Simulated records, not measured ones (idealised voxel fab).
The following is a process module called voxel gate over fins.
Each square cell in cross-section cut measures 5 nm, and the section as a whole is 160 nm wide.
We lay out every cross-section as a grid of square cells and spell it out in bands from the top down, where one band means one or more rows of cells.
Band entry format. Leading values: height of top, height of bottom, nm. Remainder: materials in left-to-right order, each with its width in nm. Special words: "full width" on a single material, which then fills the band edge to edge; "air", empty space.
Height datum 0, below which the as-received substrate wafer is one material. Lowest band open at the bottom, running downward: "0 -> down".
A two-number width, for instance "30->40", indicates that the width is equal to the first number in the top row of the band and to the second number in the bottom row, and that it changes by a constant amount per row of cells.
The designation "nothing was modified", where it is given for a processing step, indicates that no cell of the cross-section was altered in the course of that step.
Heads up: "Closed internal cavities" only lists the empty pockets with no open path to the top that are 8 cells or more, and it writes them as width x height at distance, distance from the left edge, in nm.
That trailing text on a step's line, after the settings, is the simulator's own remark on the step.
The setting "overlay nm" may be written on the line of a step. When the step uses a mask, the value reports how far to the right of the planned place the mask lay, and a negative value reports that it lay to the left.
This section lists the process steps that were planned:
step 1: RECEIVE (material Si)
step 2: CONFORMAL_DEP (material SiN; thk nm 5)
step 3: DIRECTIONAL_DEP (material aC; thk nm 10)
step 4: PATTERN (tone cover; mask id FINS; material resist; width nm 15; pitch nm 35; thk nm 30; overlay nm 0)
step 5: DIRECTIONAL_ETCH (etch materials aC; depth nm 10)
step 6: STRIP (etch materials resist)
step 7: DIRECTIONAL_ETCH (etch materials SiN; depth nm 5)
step 8: DIRECTIONAL_ETCH (etch materials Si; depth nm 30)
step 9: STRIP (etch materials aC)
step 10: OXIDIZE (depth nm 5)
step 11: FILL_DEP (material SiO2; thk nm 10)
step 12: CMP (height nm 5)
step 13: SELECTIVE_ETCH (etch materials SiO2; depth nm 15)
step 14: STRIP (etch materials SiN)
step 15: CONFORMAL_DEP (material HfO2; thk nm 5)
step 16: CONFORMAL_DEP (material TiN; thk nm 5)
step 17: CONFORMAL_DEP (material TiAl; thk nm 5)
step 18: CONFORMAL_DEP (material TiN; thk nm 5)
step 19: FILL_DEP (material W; thk nm 10)
step 20: CMP (height nm 25)
step 21: CONFORMAL_DEP (material SiCN; thk nm 5)
Wafer at receipt (post step 1), cross-section:
0 -> down = Si full width
Closed internal cavities: none
First wafer of two, sectioned at end of module; run went per plan:
30 -> 25 = SiCN full width
25 -> 20 = W full width
20 -> 15 = W 40 nm / TiN 80 nm / W 40 nm
15 -> 10 = W 40 nm / TiN 5 nm / TiAl 70 nm / TiN 5 nm / W 40 nm
10 -> 5 = TiN 45 nm / TiAl 5 nm / TiN 25 nm / TiAl 10 nm / TiN 25 nm / TiAl 5 nm / TiN 45 nm
5 -> 0 = TiAl 50 nm / TiN 5 nm / HfO2 15 nm / TiN 5 nm / TiAl 10 nm / TiN 5 nm / HfO2 15 nm / TiN 5 nm / TiAl 50 nm
0 -> -5 = TiN 55 nm / HfO2 5 nm / Si 5 nm / HfO2 5 nm / TiN 20 nm / HfO2 5 nm / Si 5 nm / HfO2 5 nm / TiN 55 nm
-5 -> -10 = HfO2 60 nm / Si 5 nm / HfO2 30 nm / Si 5 nm / HfO2 60 nm
-10 -> -35 = SiO2 60 nm / Si 5 nm / SiO2 30 nm / Si 5 nm / SiO2 60 nm
-35 -> down = Si full width
Closed internal cavities: none
Wafer two cross-section, module end. Start and plan unchanged from wafer one; one mistake made during the run:
30 -> 25 = SiCN full width
25 -> 20 = W full width
20 -> 15 = TiN full width
15 -> 10 = TiAl full width
10 -> 5 = TiN 60 nm / TiAl 5 nm / TiN 30 nm / TiAl 5 nm / TiN 60 nm
5 -> 0 = HfO2 55 nm / TiN 5 nm / TiAl 5 nm / TiN 5 nm / HfO2 20 nm / TiN 5 nm / TiAl 5 nm / TiN 5 nm / HfO2 55 nm
0 -> -5 = Si 50 nm / HfO2 5 nm / TiN 15 nm / HfO2 5 nm / Si 10 nm / HfO2 5 nm / TiN 15 nm / HfO2 5 nm / Si 50 nm
-5 -> -10 = Si 50 nm / HfO2 25 nm / Si 10 nm / HfO2 25 nm / Si 50 nm
-10 -> -35 = Si 50 nm / SiO2 25 nm / Si 10 nm / SiO2 25 nm / Si 50 nm
-35 -> down = Si full width
Closed internal cavities: none
Which mistake was made when the wafer was run? rather than as planned, step 4 actually ran as PATTERN (tone open; mask id FINS; material resist; width nm 15; pitch nm 35; thk nm 30; overlay nm 0)
Wafer comparison, final, in cells, second relative to first, materials more or fewer: Si: 140 more; SiO2: 100 fewer; TiAl: 4 fewer; TiN: 4 fewer; W: 32 fewer
